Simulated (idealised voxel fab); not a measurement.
A process module follows: voxel self aligned contacts.
Section shown: cut. Width: 195 nm. Cell size: 5 nm, square.
A cross-section is written here as square cells arranged in a grid, and it is given in bands from the top down, each band taking up one or more rows of cells.
The entry gives the band's vertical extent as a top height and a bottom height in nm, then its horizontal make-up as materials from left to right, each with a width in nm. "blank" stands for empty space; a single material marked "throughout" fills the band edge to edge.
All heights in this document are referenced to 0, defined as the level beneath which the wafer, as received, consists entirely of one material. The lowest band is not bounded below; it extends indefinitely downward and is written in the form "0 down".
You'd read "30 to 40" like this: the band's top row of cells is as wide as the first number, its bottom row is as wide as the second, and going down, every row changes width by the same amount as the row before did.
Where the words "everything unchanged" appear for a step, the cross-section shows no cell changed by that step; every cell remained as before.
This entry, "Enclosed void listing", enumerates those empty regions of no fewer than 8 cells that possess no open connection to the top. Each region is reported in the form width x height at distance, the distance being taken from the left edge, with all three quantities expressed in nm.
Post-settings text on a step line: simulator's own remark regarding the step.
overlay nm: step with mask; distance mask lay right of planned place; negative value = left of planned place.
Steps planned for the process:
1 RECEIVE,material Si
2 CONFORMAL_DEP,material SiO2,thk nm 5
3 DIRECTIONAL_DEP,material polySi,thk nm 25
4 DIRECTIONAL_DEP,material SiN,thk nm 25
5 DIRECTIONAL_DEP,material aC,thk nm 15
6 PATTERN,tone cover,mask id GATE,material resist,width nm 25,pitch nm 65,thk nm 35,overlay nm 0
7 DIRECTIONAL_ETCH,etch materials aC,depth nm 15
8 STRIP,etch materials resist
9 DIRECTIONAL_ETCH,etch materials SiN,depth nm 25
10 DIRECTIONAL_ETCH,etch materials polySi,depth nm 25
11 STRIP,etch materials aC
12 CONFORMAL_DEP,material SiN,thk nm 10
13 DIRECTIONAL_ETCH,etch materials SiN,depth nm 10
14 FILL_DEP,material SiO2,thk nm 15
15 CMP,height nm 60
16 MASKED_ETCH,tone open,mask id CONTACT,width nm 50,etch materials SiO2,depth nm 60,overlay nm 0
17 CONFORMAL_DEP,material TiN,thk nm 5
18 FILL_DEP,material Ru,thk nm 5
19 CMP,height nm 60
20 CONFORMAL_DEP,material SiN,thk nm 5
Cross-sectional view of the wafer in its as-received condition, corresponding to the state after step 1:
0 down = Si throughout
Enclosed void listing: none
End-of-module cross-section of the first of two wafers, processed as planned:
65 to 60 = SiN throughout
60 to 55 = SiO2=70, TiN=20, Ru=10, TiN=20, SiO2=75
55 to 30 = SiO2=40, SiN=45, TiN=5, Ru=10, TiN=5, SiN=45, SiO2=45
30 to 5 = SiO2=40, SiN=10, polySi=25, SiN=10, TiN=5, Ru=10, TiN=5, SiN=10, polySi=25, SiN=10, SiO2=45
5 to 0 = SiO2=85, TiN=20, SiO2=90
0 down = Si throughout
Enclosed void listing: none
Cross-section, second wafer: same start as the first, same plan as the first, one mistake in running it; taken at the end of the module:
65 to 60 = SiN throughout
60 to 55 = SiO2=70, TiN=20, Ru=10, TiN=20, SiO2=75
55 to 30 = SiO2=40, SiN=45, TiN=5, Ru=10, TiN=5, SiN=45, SiO2=45
30 to 15 = SiO2=40, SiN=10, polySi=25, SiN=10, TiN=5, Ru=10, TiN=5, SiN=10, polySi=25, SiN=10, SiO2=45
15 to 10 = SiO2=40, SiN=10, polySi=25, SiN=10, TiN=20, SiN=10, polySi=25, SiN=10, SiO2=45
10 to 5 = polySi throughout
5 to 0 = SiO2 throughout
0 down = Si throughout
Enclosed void listing: none
Finding, execution versus plan: step 10 was processed under conditions differing from the plan, specifically as DIRECTIONAL_ETCH,etch materials polySi,depth nm 20
End of process, cell counts, second wafer against first, materials with more or fewer: 4 fewer of Ru; 8 fewer of SiN; 13 fewer of SiO2; 4 fewer of TiN; 29 more of polySi
